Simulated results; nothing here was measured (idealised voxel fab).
The process module that follows is named voxel self aligned contacts.
Cross-section cut: width 175 nm, square cells of 5 nm.
Throughout this document, each cross-section is represented as a grid of square cells and is presented as a sequence of bands enumerated from the top downward, where a band comprises one or more rows of cells. For a band, the entry starts with two heights in nm, that of the top and then that of the bottom, and carries on with the band's materials in order from left to right, each alongside its width in nm; the word "throughout" beside a single material means it fills the band edge to edge, and "blank" means empty space. For the purposes of this specification, 0 denotes the height below which the wafer in its as-received condition is composed wholly of one material, and the lowermost band, lacking a lower limit, extends downward without end, as expressed in "0 down". Graded width ("30 to 40"): value in top row of band = first number; value in bottom row = second number; row-to-row change constant. "nothing was modified" -> step changed no cross-section cell. "Closed void table" - sealed voids, min. 8 cells, no opening to top; format: width x height at distance (distance from left edge; nm throughout). Text after the settings on a step's line: the simulator's own remark on that step. overlay nm: right-of-plan distance of the mask on a masked step; negative values mean left-of-plan.
The planned process steps are enumerated hereunder
1 op RECEIVE | material Si
2 op CONFORMAL_DEP | material SiO2 | thk nm 5
3 op DIRECTIONAL_DEP | material polySi | thk nm 25
4 op DIRECTIONAL_DEP | material SiN | thk nm 15
5 op DIRECTIONAL_DEP | material aC | thk nm 10
6 op PATTERN | tone cover | mask id GATE | material resist | width nm 25 | pitch nm 60 | thk nm 25 | overlay nm 0
7 op DIRECTIONAL_ETCH | etch materials aC | depth nm 10
8 op STRIP | etch materials resist
9 op DIRECTIONAL_ETCH | etch materials SiN | depth nm 15
10 op DIRECTIONAL_ETCH | etch materials polySi | depth nm 25
11 op STRIP | etch materials aC
12 op CONFORMAL_DEP | material SiN | thk nm 5
13 op DIRECTIONAL_ETCH | etch materials SiN | depth nm 5
14 op FILL_DEP | material SiO2 | thk nm 15
15 op CMP | height nm 50
16 op MASKED_ETCH | tone open | mask id CONTACT | width nm 45 | etch materials SiO2 | depth nm 50 | overlay nm -15
17 op CONFORMAL_DEP | material TiN | thk nm 5
18 op FILL_DEP | material W | thk nm 5
19 op CMP | height nm 50
20 op CONFORMAL_DEP | material SiCN | thk nm 5
Wafer-to-wafer difference: overlay nm, step 16. Common start. Plan = first wafer's value.
Cross-sectional view of the first of several wafers in the as-received condition, corresponding to the state following step 1
  0 down: Si throughout
  Closed void table: none
Here's the first of several wafers in cross-section, end of the module, after the last step, step 20
  55 to 50: SiCN throughout
  50 to 45: SiO2 50; TiN 30; W 10; TiN 5; SiO2 80
  45 to 30: SiO2 40; SiN 35; TiN 5; W 10; TiN 5; SiO2 5; SiN 35; SiO2 40
  30 to 5: SiO2 40; SiN 5; polySi 25; SiN 5; TiN 5; W 10; TiN 5; SiO2 5; SiN 5; polySi 25; SiN 5; SiO2 40
  5 to 0: SiO2 75; TiN 20; SiO2 80
  0 down: Si throughout
  Closed void table: none
So this is the cross-section on the last wafer at the end of the module
  55 to 50: SiCN throughout
  50 to 45: SiO2 80; TiN 5; W 10; TiN 30; SiO2 50
  45 to 30: SiO2 40; SiN 35; SiO2 5; TiN 5; W 10; TiN 5; SiN 35; SiO2 40
  30 to 5: SiO2 40; SiN 5; polySi 25; SiN 5; SiO2 5; TiN 5; W 10; TiN 5; SiN 5; polySi 25; SiN 5; SiO2 40
  5 to 0: SiO2 80; TiN 20; SiO2 75
  0 down: Si throughout
  Closed void table: none
Table: wafers, a row each; end-of-module cell change per material since receipt, gain (+), loss (-); then closed voids
overlay nm -15; +35 SiCN; +62 SiN; +193 SiO2; +27 TiN; +18 W; +50 polySi; Closed void table: none
overlay nm -10; +35 SiCN; +62 SiN; +184 SiO2; +27 TiN; +27 W; +50 polySi; Closed void table: none
overlay nm -5; +35 SiCN; +62 SiN; +184 SiO2; +27 TiN; +27 W; +50 polySi; Closed void table: none
overlay nm 0; +35 SiCN; +62 SiN; +184 SiO2; +27 TiN; +27 W; +50 polySi; Closed void table: none
overlay nm 5; +35 SiCN; +62 SiN; +184 SiO2; +27 TiN; +27 W; +50 polySi; Closed void table: none
overlay nm 10; +35 SiCN; +62 SiN; +184 SiO2; +27 TiN; +27 W; +50 polySi; Closed void table: none
overlay nm 15; +35 SiCN; +62 SiN; +193 SiO2; +27 TiN; +18 W; +50 polySi; Closed void table: none
